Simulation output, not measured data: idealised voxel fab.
process module | voxel wiring stack
cross-section cut | 245 nm wide | cells 5 nm
A cross-section is a grid of square cells, given in bands from the top down. A band is one or more rows of cells.
Each band's line starts with the height of the band's top and of its bottom, in nm. Then come its materials from left to right, each with its width in nm. One material with "throughout" fills the band from edge to edge. "air" is empty space.
Height 0 is the level under which the wafer as received is all one material. The lowest band goes on downwards, as in "0 down".
A width such as "30 to 40" changes by the same amount from each row of cells to the next, from the band's top row to its bottom row.
"no change" after a step means that no cell of the cross-section changed.
closed voids: empty space of 8 cells or more with no open way to the top, each as width x height at its distance from the left edge, in nm
after a step's settings: what the simulator itself notes on the step
overlay nm, on a step with a mask: how far to the right of its planned place the mask lay; to the left if negative
plan
1 op RECEIVE | material Si
2 op CONFORMAL_DEP | material SiO2 | thk nm 15
3 op DIRECTIONAL_DEP | material TiN | thk nm 5
4 op DIRECTIONAL_DEP | material W | thk nm 20
5 op DIRECTIONAL_DEP | material aC | thk nm 15
6 op PATTERN | tone cover | mask id METAL_1 | material resist | width nm 20 | pitch nm 50 | thk nm 35 | overlay nm 0
7 op DIRECTIONAL_ETCH | etch materials aC | depth nm 15
8 op STRIP | etch materials resist
9 op DIRECTIONAL_ETCH | etch materials W | depth nm 20
10 op DIRECTIONAL_ETCH | etch materials TiN | depth nm 5
11 op STRIP | etch materials aC
12 op FILL_DEP | material lowk | thk nm 10
13 op CMP | height nm 40
14 op CONFORMAL_DEP | material SiCN | thk nm 5
15 op DIRECTIONAL_DEP | material SiO2 | thk nm 15
16 op MASKED_ETCH | tone open | mask id PLUG_1 | width nm 15 | etch materials SiO2 | depth nm 15 | overlay nm 0
17 op MASKED_ETCH | tone open | mask id PLUG_1 | width nm 15 | etch materials SiCN | depth nm 5 | overlay nm 0
18 op EPI | material Ru | thk nm 10
19 op EPI | material Ru | thk nm 10
20 op DIRECTIONAL_DEP | material TiN | thk nm 5
21 op DIRECTIONAL_DEP | material Ru | thk nm 20
22 op MASKED_ETCH | tone cover | mask id METAL_2 | width nm 20 | pitch nm 50 | etch materials Ru | depth nm 20 | overlay nm 0
23 op MASKED_ETCH | tone cover | mask id METAL_2 | width nm 20 | pitch nm 50 | etch materials TiN | depth nm 5 | overlay nm 0
24 op CONFORMAL_DEP | material SiN | thk nm 5
25 op FILL_DEP | material lowk | thk nm 10
26 op CMP | height nm 85
27 op CONFORMAL_DEP | material SiCN | thk nm 5
28 op DIRECTIONAL_DEP | material lowk | thk nm 10
29 op DIRECTIONAL_DEP | material aC | thk nm 10
30 op PATTERN | tone open | mask id PLUG_2 | material resist | width nm 15 | thk nm 25 | overlay nm 0
31 op DIRECTIONAL_ETCH | etch materials aC | depth nm 10
32 op STRIP | etch materials resist
33 op DIRECTIONAL_ETCH | etch materials lowk | depth nm 10
34 op DIRECTIONAL_ETCH | etch materials SiCN | depth nm 5
35 op STRIP | etch materials aC
36 op CONFORMAL_DEP | material TiN | thk nm 5
37 op FILL_DEP | material Cu | thk nm 5
38 op CMP | height nm 100
39 op CONFORMAL_DEP | material SiN | thk nm 5
40 op DIRECTIONAL_DEP | material SiO2 | thk nm 15
41 op PATTERN | tone open | mask id METAL_3 | material resist | width nm 20 | pitch nm 50 | thk nm 20 | overlay nm 0
42 op DIRECTIONAL_ETCH | etch materials SiO2 | depth nm 15
43 op DIRECTIONAL_ETCH | etch materials SiN | depth nm 5
44 op STRIP | etch materials resist
45 op CONFORMAL_DEP | material TiN | thk nm 5
46 op FILL_DEP | material W | thk nm 5
47 op CMP | height nm 120
48 op EPI | material Ru | thk nm 5
49 op FILL_DEP | material SiCN | thk nm 5
50 op DIRECTIONAL_DEP | material lowk | thk nm 30
51 op MASKED_ETCH | tone open | mask id METAL_4_HOLES | width nm 15 | pitch nm 50 | etch materials lowk | depth nm 30 | overlay nm 0
52 op PATTERN | tone open | mask id METAL_4 | material resist | width nm 20 | pitch nm 50 | thk nm 20 | overlay nm 0
53 op DIRECTIONAL_ETCH | etch materials lowk | depth nm 15
54 op DIRECTIONAL_ETCH | etch materials SiCN | depth nm 5
55 op STRIP | etch materials resist
56 op CONFORMAL_DEP | material TiN | thk nm 5
57 op FILL_DEP | material Cu | thk nm 5
58 op CMP | height nm 160
59 op CONFORMAL_DEP | material SiCN | thk nm 5
as received, after step 1
  0 down: Si throughout
  closed voids: none
a wafer at the end: this start, this plan, one mistake
  165 to 160: SiCN throughout
  160 to 150: lowk 85 | TiN 5 | Cu 10 | TiN 5 | lowk 30 | TiN 5 | Cu 10 | TiN 5 | lowk 90
  150 to 145: lowk 85 | TiN 5 | Cu 5 | TiN 10 | lowk 30 | TiN 5 | Cu 5 | TiN 10 | lowk 90
  145 to 130: lowk 85 | TiN 5 | Cu 5 | TiN 5 | lowk 35 | TiN 5 | Cu 5 | TiN 5 | lowk 95
  130 to 125: SiCN 85 | TiN 15 | SiCN 35 | TiN 15 | SiCN 95
  125 to 120: SiCN 80 | Ru 30 | SiCN 20 | Ru 30 | SiCN 85
  120 to 105: SiO2 85 | TiN 5 | W 10 | TiN 5 | SiO2 30 | TiN 5 | W 10 | TiN 5 | SiO2 90
  105 to 100: SiN 85 | TiN 20 | SiN 30 | TiN 20 | SiN 90
  100 to 90: lowk 85 | TiN 5 | Cu 5 | TiN 5 | lowk 145
  90 to 85: SiCN 85 | TiN 15 | SiCN 145
  85 to 75: lowk 80 | SiN 5 | Ru 20 | SiN 5 | lowk 20 | SiN 5 | Ru 20 | SiN 5 | lowk 85
  75 to 70: lowk 70 | SiN 15 | TiN 20 | SiN 10 | lowk 15 | SiN 5 | Ru 20 | SiN 5 | lowk 85
  70 to 65: lowk 70 | SiN 5 | Ru 35 | SiN 5 | lowk 15 | SiN 5 | Ru 20 | SiN 5 | lowk 85
  65 to 60: SiN 75 | Ru 35 | SiN 25 | TiN 20 | SiN 90
  60 to 45: SiO2 85 | Ru 15 | SiO2 145
  45 to 40: SiCN 85 | Ru 15 | SiCN 145
  40 to 20: lowk 85 | W 20 | lowk 30 | W 20 | lowk 90
  20 to 15: lowk 85 | TiN 20 | lowk 30 | TiN 20 | lowk 90
  15 to 0: SiO2 throughout
  0 down: Si throughout
  closed voids: none
what went wrong: one of the steps 18 and 19, which are alike, was run twice
